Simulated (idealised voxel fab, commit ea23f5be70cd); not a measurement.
The name of this process module is voxel wiring stack.
Section shown: cut. Width: 165 nm. Cell size: 5 nm, square.
Cross-sections here: square-cell grids, written as top-down lists of bands, a band being one or more rows of cells. Top height, bottom height, nm. Materials left to right, width each, nm. Single material + "full width" = fills band edge to edge. "blank" = empty. Heights from 0 (as-received wafer is one material below). Bottom band endless downward, as "from 0 down". The notation "30..40" denotes a width that varies across the rows of cells in the band, beginning at the first number in the top row, finishing at the second number in the bottom row, and changing by an identical amount from each row to the next. It should be understood that the words "everything unchanged", when stated for a given step, signify that the cross-section underwent no change in any of its cells during that step. Empty spaces without an open route to the top, at least 8 cells in extent, make up the entry "Trapped voids"; each is given as width x height at distance, where the distance is measured from the left edge, and all are in nm. It should be noted that, on the line of a given step, the content following the step's settings is a remark produced by the simulator itself with respect to that step. overlay nm: where the mask lay relative to plan, measured to the right, on steps with a mask; negatives go left.
Planned step list for the process:
1. RECEIVE, material Si
2. CONFORMAL_DEP, material SiO2, thk nm 10
3. CONFORMAL_DEP, material SiCN, thk nm 5
4. DIRECTIONAL_DEP, material lowk, thk nm 25
5. PATTERN, tone open, mask id METAL_1, material resist, width nm 20, pitch nm 45, thk nm 20, overlay nm 0
6. DIRECTIONAL_ETCH, etch materials lowk, depth nm 25
7. DIRECTIONAL_ETCH, etch materials SiCN, depth nm 5
8. STRIP, etch materials resist
9. CONFORMAL_DEP, material TiN, thk nm 5
10. FILL_DEP, material Ru, thk nm 5
11. CMP, height nm 40
12. EPI, material Ru, thk nm 5
13. FILL_DEP, material SiCN, thk nm 5
14. DIRECTIONAL_DEP, material SiO2, thk nm 35
15. MASKED_ETCH, tone open, mask id METAL_2_HOLES, width nm 15, pitch nm 45, etch materials SiO2, depth nm 35, overlay nm 0
16. MASKED_ETCH, tone open, mask id METAL_2, width nm 20, pitch nm 45, etch materials SiO2, depth nm 20, overlay nm 0
17. MASKED_ETCH, tone open, mask id METAL_2, width nm 20, pitch nm 45, etch materials SiCN, depth nm 5, overlay nm 0
18. CONFORMAL_DEP, material TiN, thk nm 5
19. FILL_DEP, material Cu, thk nm 10
20. CMP, height nm 85
21. CONFORMAL_DEP, material SiN, thk nm 5
Cross-section of the incoming wafer, state after step 1:
- from 0 down = Si full width
- Trapped voids: none
Post-module cross-section of the first of two wafers (run per plan):
- from 90 to 85 = SiN full width
- from 85 to 70 = SiO2: 50 | TiN: 5 | Cu: 10 | TiN: 5 | SiO2: 25 | TiN: 5 | Cu: 10 | TiN: 5 | SiO2: 50
- from 70 to 65 = SiO2: 50 | TiN: 5 | Cu: 5 | TiN: 10 | SiO2: 25 | TiN: 5 | Cu: 5 | TiN: 10 | SiO2: 50
- from 65 to 50 = SiO2: 50 | TiN: 5 | Cu: 5 | TiN: 5 | SiO2: 30 | TiN: 5 | Cu: 5 | TiN: 5 | SiO2: 55
- from 50 to 45 = SiCN: 50 | TiN: 15 | SiCN: 30 | TiN: 15 | SiCN: 55
- from 45 to 40 = SiCN: 45 | Ru: 30 | SiCN: 15 | Ru: 30 | SiCN: 45
- from 40 to 15 = lowk: 50 | TiN: 5 | Ru: 10 | TiN: 5 | lowk: 25 | TiN: 5 | Ru: 10 | TiN: 5 | lowk: 50
- from 15 to 10 = SiCN: 50 | TiN: 20 | SiCN: 25 | TiN: 20 | SiCN: 50
- from 10 to 0 = SiO2 full width
- from 0 down = Si full width
- Trapped voids: none
Wafer two cross-section, module end. Start and plan unchanged from wafer one; one mistake made during the run:
- from 90 to 85 = SiN full width
- from 85 to 70 = SiO2: 50 | TiN: 5 | Cu: 10 | TiN: 5 | SiO2: 25 | TiN: 5 | Cu: 10 | TiN: 5 | SiO2: 50
- from 70 to 65 = SiO2: 50 | TiN: 5 | Cu: 5 | TiN: 10 | SiO2: 25 | TiN: 5 | Cu: 5 | TiN: 10 | SiO2: 50
- from 65 to 50 = SiO2: 50 | TiN: 5 | Cu: 5 | TiN: 5 | SiO2: 30 | TiN: 5 | Cu: 5 | TiN: 5 | SiO2: 55
- from 50 to 45 = SiCN: 50 | TiN: 15 | SiCN: 30 | TiN: 15 | SiCN: 55
- from 45 to 40 = Ru: 55 | SiCN: 10 | Ru: 35 | SiCN: 10 | Ru: 55
- from 40 to 15 = Ru: 45 | TiN: 5 | lowk: 20 | TiN: 5 | Ru: 15 | TiN: 5 | lowk: 20 | TiN: 5 | Ru: 45
- from 15 to 10 = TiN: 50 | SiCN: 20 | TiN: 25 | SiCN: 20 | TiN: 50
- from 10 to 0 = SiO2 full width
- from 0 down = Si full width
- Trapped voids: none
Want to know what went wrong? step 5 went in with a setting other than planned; the actual run was PATTERN, tone cover, mask id METAL_1, material resist, width nm 20, pitch nm 45, thk nm 20, overlay nm 0
Final wafer comparison in cells, second versus first, more or fewer per material: Ru +102; SiCN -34; TiN +17; lowk -85
